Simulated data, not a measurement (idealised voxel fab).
A process module follows: voxel capacitor over wiring.
Section shown: cut. Width: 250 nm. Cell size: 5 nm, square.
Just so we're on the same page, the cross-sections are grids of square cells, and they're listed out in bands top to bottom, each band one or more rows deep. Quick guide to a band line: top height, bottom height (nm) up front; then every material left to right with its width in nm. Only one material and it's marked "throughout"? Then it fills the band edge to edge. And "empty" just means empty space. Heights are expressed relative to 0, this being the level below which the as-received wafer comprises one material exclusively. The lowest band is unbounded in the downward direction and is denoted as in "0 and below". Top row gets the first number, bottom row gets the second, and each row in between changes by the same step: that is how a band width like "30->40" works. When a step is marked "no change occurred", none of the cells in the cross-section changed during that step. Each empty space that has no open way to the top and spans at least 8 cells appears under "Voids, enclosed" as width x height at distance, the distance counted from the left edge, all in nm. Whatever follows a step's settings on its line is a remark the simulator itself makes about that step. Each step line may optionally specify "overlay nm", which for a step with a mask gives the rightward distance between the mask's planned place and where it lay, a negative value indicating the leftward direction.

# Process steps foreseen in the plan
- 1: RECEIVE,material Si
- 2: CONFORMAL_DEP,material SiO2,thk nm 10
- 3: DIRECTIONAL_DEP,material TiN,thk nm 5
- 4: DIRECTIONAL_DEP,material W,thk nm 15
- 5: DIRECTIONAL_DEP,material aC,thk nm 10
- 6: PATTERN,tone cover,mask id METAL_1,material resist,width nm 25,pitch nm 90,thk nm 25,overlay nm 0
- 7: DIRECTIONAL_ETCH,etch materials aC,depth nm 10
- 8: STRIP,etch materials resist
- 9: DIRECTIONAL_ETCH,etch materials W,depth nm 15
- 10: DIRECTIONAL_ETCH,etch materials TiN,depth nm 5
- 11: STRIP,etch materials aC
- 12: CONFORMAL_DEP,material SiCN,thk nm 5
- 13: FILL_DEP,material SiO2,thk nm 5
- 14: CMP,height nm 30
- 15: CONFORMAL_DEP,material SiCN,thk nm 5
- 16: DIRECTIONAL_DEP,material SiO2,thk nm 15
- 17: MASKED_ETCH,tone open,mask id PLUG_1,width nm 15,etch materials SiO2,depth nm 15,overlay nm 0
- 18: MASKED_ETCH,tone open,mask id PLUG_1,width nm 15,etch materials SiCN,depth nm 5,overlay nm 0
- 19: EPI,material Ru,thk nm 10
- 20: EPI,material Ru,thk nm 10
- 21: DIRECTIONAL_DEP,material TiN,thk nm 10
- 22: DIRECTIONAL_DEP,material SiN,thk nm 5
- 23: DIRECTIONAL_DEP,material TiN,thk nm 10
- 24: MASKED_ETCH,tone cover,mask id UPPER_PLATE,width nm 70,etch materials TiN,depth nm 10,overlay nm 0
- 25: MASKED_ETCH,tone cover,mask id UPPER_PLATE,width nm 70,etch materials SiN,depth nm 5,overlay nm 0
- 26: PATTERN,tone cover,mask id LOWER_PLATE,material resist,width nm 80,thk nm 20,overlay nm 0
- 27: DIRECTIONAL_ETCH,etch materials TiN,depth nm 10
- 28: STRIP,etch materials resist
- 29: FILL_DEP,material SiO2,thk nm 20
- 30: CMP,height nm 90
- 31: DIRECTIONAL_DEP,material aC,thk nm 15
- 32: PATTERN,tone open,mask id PLUG_2,material resist,width nm 15,thk nm 30,overlay nm 0
- 33: DIRECTIONAL_ETCH,etch materials aC,depth nm 15
- 34: STRIP,etch materials resist
- 35: DIRECTIONAL_ETCH,etch materials SiO2,depth nm 15
- 36: STRIP,etch materials aC
- 37: CONFORMAL_DEP,material TiN,thk nm 5
- 38: FILL_DEP,material Ru,thk nm 5
- 39: CMP,height nm 90
- 40: CONFORMAL_DEP,material SiCN,thk nm 5

# The first of two wafers, run as planned

# The cross-section here shows the wafer as received, i.e. in its state after step 1
	0 and below: Si throughout
	Voids, enclosed: none

# Wafer section view after processing step 2
	10 down to 0: SiO2 throughout
	Whatever lies below 0 is exactly as it was before.

# Wafer section view after processing step 3
	15 down to 10: TiN throughout
	Whatever lies below 10 is exactly as it was before.

# Wafer section view after processing step 4
	30 down to 15: W throughout
	Whatever lies below 15 is exactly as it was before.

# Wafer section view after processing step 5
	40 down to 30: aC throughout
	Whatever lies below 30 is exactly as it was before.

# Wafer section view after processing step 6
	65 down to 40: empty: 65, then resist: 25, then empty: 65, then resist: 25, then empty: 70
	Whatever lies below 40 is exactly as it was before.

# Wafer section view after processing step 7
	55 down to 40: empty: 65, then resist: 25, then empty: 65, then resist: 25, then empty: 70
	40 down to 30: empty: 65, then aC: 25, then empty: 65, then aC: 25, then empty: 70
	Whatever lies below 30 is exactly as it was before.

# Wafer section view after processing step 8
	40 down to 30: empty: 65, then aC: 25, then empty: 65, then aC: 25, then empty: 70
	Whatever lies below 30 is exactly as it was before.

# Wafer section view after processing step 9
	40 down to 30: empty: 65, then aC: 25, then empty: 65, then aC: 25, then empty: 70
	30 down to 15: empty: 65, then W: 25, then empty: 65, then W: 25, then empty: 70
	Whatever lies below 15 is exactly as it was before.

# Wafer section view after processing step 10
	40 down to 30: empty: 65, then aC: 25, then empty: 65, then aC: 25, then empty: 70
	30 down to 15: empty: 65, then W: 25, then empty: 65, then W: 25, then empty: 70
	15 down to 10: empty: 65, then TiN: 25, then empty: 65, then TiN: 25, then empty: 70
	Whatever lies below 10 is exactly as it was before.

# Wafer section view after processing step 11
	30 down to 15: empty: 65, then W: 25, then empty: 65, then W: 25, then empty: 70
	Whatever lies below 15 is exactly as it was before.

# Wafer section view after processing step 12
	35 down to 30: empty: 60, then SiCN: 35, then empty: 55, then SiCN: 35, then empty: 65
	30 down to 15: empty: 60, then SiCN: 5, then W: 25, then SiCN: 5, then empty: 55, then SiCN: 5, then W: 25, then SiCN: 5, then empty: 65
	15 down to 10: SiCN: 65, then TiN: 25, then SiCN: 65, then TiN: 25, then SiCN: 70
	Whatever lies below 10 is exactly as it was before.

# Wafer section view after processing step 13
	40 down to 35: SiO2 throughout
	35 down to 30: SiO2: 60, then SiCN: 35, then SiO2: 55, then SiCN: 35, then SiO2: 65
	30 down to 15: SiO2: 60, then SiCN: 5, then W: 25, then SiCN: 5, then SiO2: 55, then SiCN: 5, then W: 25, then SiCN: 5, then SiO2: 65
	Whatever lies below 15 is exactly as it was before.

# Wafer section view after processing step 14
	30 down to 15: SiO2: 60, then SiCN: 5, then W: 25, then SiCN: 5, then SiO2: 55, then SiCN: 5, then W: 25, then SiCN: 5, then SiO2: 65
	Whatever lies below 15 is exactly as it was before.

# Wafer section view after processing step 15
	35 down to 30: SiCN throughout
	Whatever lies below 30 is exactly as it was before.

# Wafer section view after processing step 16
	50 down to 35: SiO2 throughout
	Whatever lies below 35 is exactly as it was before.

# Wafer section view after processing step 17
	50 down to 35: SiO2: 75, then empty: 15, then SiO2: 160
	Whatever lies below 35 is exactly as it was before.

# Wafer section view after processing step 18
	50 down to 35: SiO2: 75, then empty: 15, then SiO2: 160
	35 down to 30: SiCN: 75, then empty: 15, then SiCN: 160
	Whatever lies below 30 is exactly as it was before.

# Wafer section view after processing step 19
	50 down to 40: SiO2: 75, then empty: 15, then SiO2: 160
	40 down to 35: SiO2: 75, then Ru: 15, then SiO2: 160
	35 down to 30: SiCN: 75, then Ru: 15, then SiCN: 160
	Whatever lies below 30 is exactly as it was before.

# Wafer section view after processing step 20
	50 down to 35: SiO2: 75, then Ru: 15, then SiO2: 160
	Whatever lies below 35 is exactly as it was before.

# Wafer section view after processing step 21
	60 down to 50: TiN throughout
	Whatever lies below 50 is exactly as it was before.

# Wafer section view after processing step 22
	65 down to 60: SiN throughout
	Whatever lies below 60 is exactly as it was before.

# Wafer section view after processing step 23
	75 down to 65: TiN throughout
	Whatever lies below 65 is exactly as it was before.

# Wafer section view after processing step 24
	75 down to 65: empty: 75, then TiN: 70, then empty: 105
	Whatever lies below 65 is exactly as it was before.

# Wafer section view after processing step 25
	75 down to 65: empty: 75, then TiN: 70, then empty: 105
	65 down to 60: empty: 75, then SiN: 70, then empty: 105
	Whatever lies below 60 is exactly as it was before.

# Wafer section view after processing step 26
	95 down to 75: empty: 70, then resist: 80, then empty: 100
	75 down to 65: empty: 70, then resist: 5, then TiN: 70, then resist: 5, then empty: 100
	65 down to 60: empty: 70, then resist: 5, then SiN: 70, then resist: 5, then empty: 100
	Whatever lies below 60 is exactly as it was before.

# Wafer section view after processing step 27
	95 down to 75: empty: 70, then resist: 80, then empty: 100
	75 down to 65: empty: 70, then resist: 5, then TiN: 70, then resist: 5, then empty: 100
	65 down to 60: empty: 70, then resist: 5, then SiN: 70, then resist: 5, then empty: 100
	60 down to 50: empty: 70, then TiN: 80, then empty: 100
	Whatever lies below 50 is exactly as it was before.

# Wafer section view after processing step 28
	75 down to 65: empty: 75, then TiN: 70, then empty: 105
	65 down to 60: empty: 75, then SiN: 70, then empty: 105
	Whatever lies below 60 is exactly as it was before.

# Wafer section view after processing step 29
	95 down to 75: SiO2 throughout
	75 down to 65: SiO2: 75, then TiN: 70, then SiO2: 105
	65 down to 60: SiO2: 75, then SiN: 70, then SiO2: 105
	60 down to 50: SiO2: 70, then TiN: 80, then SiO2: 100
	Whatever lies below 50 is exactly as it was before.

# Wafer section view after processing step 30
	90 down to 75: SiO2 throughout
	Whatever lies below 75 is exactly as it was before.

# Wafer section view after processing step 31
	105 down to 90: aC throughout
	Whatever lies below 90 is exactly as it was before.

# Wafer section view after processing step 32
	135 down to 105: resist: 85, then empty: 15, then resist: 150
	Whatever lies below 105 is exactly as it was before.

# Wafer section view after processing step 33
	120 down to 105: resist: 85, then empty: 15, then resist: 150
	105 down to 90: aC: 85, then empty: 15, then aC: 150
	Whatever lies below 90 is exactly as it was before.

# Wafer section view after processing step 34
	105 down to 90: aC: 85, then empty: 15, then aC: 150
	Whatever lies below 90 is exactly as it was before.

# Wafer section view after processing step 35
	105 down to 90: aC: 85, then empty: 15, then aC: 150
	90 down to 75: SiO2: 85, then empty: 15, then SiO2: 150
	Whatever lies below 75 is exactly as it was before.

# Wafer section view after processing step 36
	90 down to 75: SiO2: 85, then empty: 15, then SiO2: 150
	Whatever lies below 75 is exactly as it was before.

# Wafer section view after processing step 37
	95 down to 90: TiN: 90, then empty: 5, then TiN: 155
	90 down to 80: SiO2: 85, then TiN: 5, then empty: 5, then TiN: 5, then SiO2: 150
	80 down to 75: SiO2: 85, then TiN: 15, then SiO2: 150
	Whatever lies below 75 is exactly as it was before.

# Wafer section view after processing step 38
	100 down to 95: Ru throughout
	95 down to 90: TiN: 90, then Ru: 5, then TiN: 155
	90 down to 80: SiO2: 85, then TiN: 5, then Ru: 5, then TiN: 5, then SiO2: 150
	Whatever lies below 80 is exactly as it was before.

# Wafer section view after processing step 39
	90 down to 80: SiO2: 85, then TiN: 5, then Ru: 5, then TiN: 5, then SiO2: 150
	Whatever lies below 80 is exactly as it was before.

# Wafer section view after processing step 40
	95 down to 90: SiCN throughout
	Whatever lies below 90 is exactly as it was before.

# Okay, second wafer. Nothing different at the start, nothing different in the plan, just one mistake somewhere in the running. As far as step 25, counting that step, it's the first wafer all over again

# Cross-section of the second wafer corresponding to the planned conclusion of step 26
	95 down to 75: empty: 65, then resist: 90, then empty: 95
	75 down to 65: empty: 65, then resist: 10, then TiN: 70, then resist: 10, then empty: 95
	65 down to 60: empty: 65, then resist: 10, then SiN: 70, then resist: 10, then empty: 95
	Whatever lies below 60 is exactly as it was before.

# Cross-section of the second wafer corresponding to the planned conclusion of step 27
	95 down to 75: empty: 65, then resist: 90, then empty: 95
	75 down to 65: empty: 65, then resist: 10, then TiN: 70, then resist: 10, then empty: 95
	65 down to 60: empty: 65, then resist: 10, then SiN: 70, then resist: 10, then empty: 95
	60 down to 50: empty: 65, then TiN: 90, then empty: 95
	Whatever lies below 50 is exactly as it was before.

# Cross-section of the second wafer corresponding to the planned conclusion of step 28
	75 down to 65: empty: 75, then TiN: 70, then empty: 105
	65 down to 60: empty: 75, then SiN: 70, then empty: 105
	Whatever lies below 60 is exactly as it was before.

# Cross-section of the second wafer corresponding to the planned conclusion of step 29
	95 down to 75: SiO2 throughout
	75 down to 65: SiO2: 75, then TiN: 70, then SiO2: 105
	65 down to 60: SiO2: 75, then SiN: 70, then SiO2: 105
	60 down to 50: SiO2: 65, then TiN: 90, then SiO2: 95
	Whatever lies below 50 is exactly as it was before.

# Cross-section of the second wafer corresponding to the planned conclusion of step 30
	90 down to 75: SiO2 throughout
	Whatever lies below 75 is exactly as it was before.

# Cross-section of the second wafer corresponding to the planned conclusion of step 31
	105 down to 90: aC throughout
	Whatever lies below 90 is exactly as it was before.

# Cross-section of the second wafer corresponding to the planned conclusion of step 32
	135 down to 105: resist: 85, then empty: 15, then resist: 150
	Whatever lies below 105 is exactly as it was before.

# Cross-section of the second wafer corresponding to the planned conclusion of step 33
	120 down to 105: resist: 85, then empty: 15, then resist: 150
	105 down to 90: aC: 85, then empty: 15, then aC: 150
	Whatever lies below 90 is exactly as it was before.

# Cross-section of the second wafer corresponding to the planned conclusion of step 34
	105 down to 90: aC: 85, then empty: 15, then aC: 150
	Whatever lies below 90 is exactly as it was before.

# Cross-section of the second wafer corresponding to the planned conclusion of step 35
	105 down to 90: aC: 85, then empty: 15, then aC: 150
	90 down to 75: SiO2: 85, then empty: 15, then SiO2: 150
	Whatever lies below 75 is exactly as it was before.

# Cross-section of the second wafer corresponding to the planned conclusion of step 36
	90 down to 75: SiO2: 85, then empty: 15, then SiO2: 150
	Whatever lies below 75 is exactly as it was before.

# Cross-section of the second wafer corresponding to the planned conclusion of step 37
	95 down to 90: TiN: 90, then empty: 5, then TiN: 155
	90 down to 80: SiO2: 85, then TiN: 5, then empty: 5, then TiN: 5, then SiO2: 150
	80 down to 75: SiO2: 85, then TiN: 15, then SiO2: 150
	Whatever lies below 75 is exactly as it was before.

# Cross-section of the second wafer corresponding to the planned conclusion of step 38
	100 down to 95: Ru throughout
	95 down to 90: TiN: 90, then Ru: 5, then TiN: 155
	90 down to 80: SiO2: 85, then TiN: 5, then Ru: 5, then TiN: 5, then SiO2: 150
	Whatever lies below 80 is exactly as it was before.

# Cross-section of the second wafer corresponding to the planned conclusion of step 39
	90 down to 80: SiO2: 85, then TiN: 5, then Ru: 5, then TiN: 5, then SiO2: 150
	Whatever lies below 80 is exactly as it was before.

# Cross-section of the second wafer corresponding to the planned conclusion of step 40
	95 down to 90: SiCN throughout
	Whatever lies below 90 is exactly as it was before.
Nonconformance to the process plan: note that step 26 departed from the planned setting and was carried out as PATTERN,tone cover,mask id LOWER_PLATE,material resist,width nm 90,thk nm 20,overlay nm 0
Cell-count delta at end, second wafer over first, by material: 4 fewer of SiO2 | 4 more of TiN
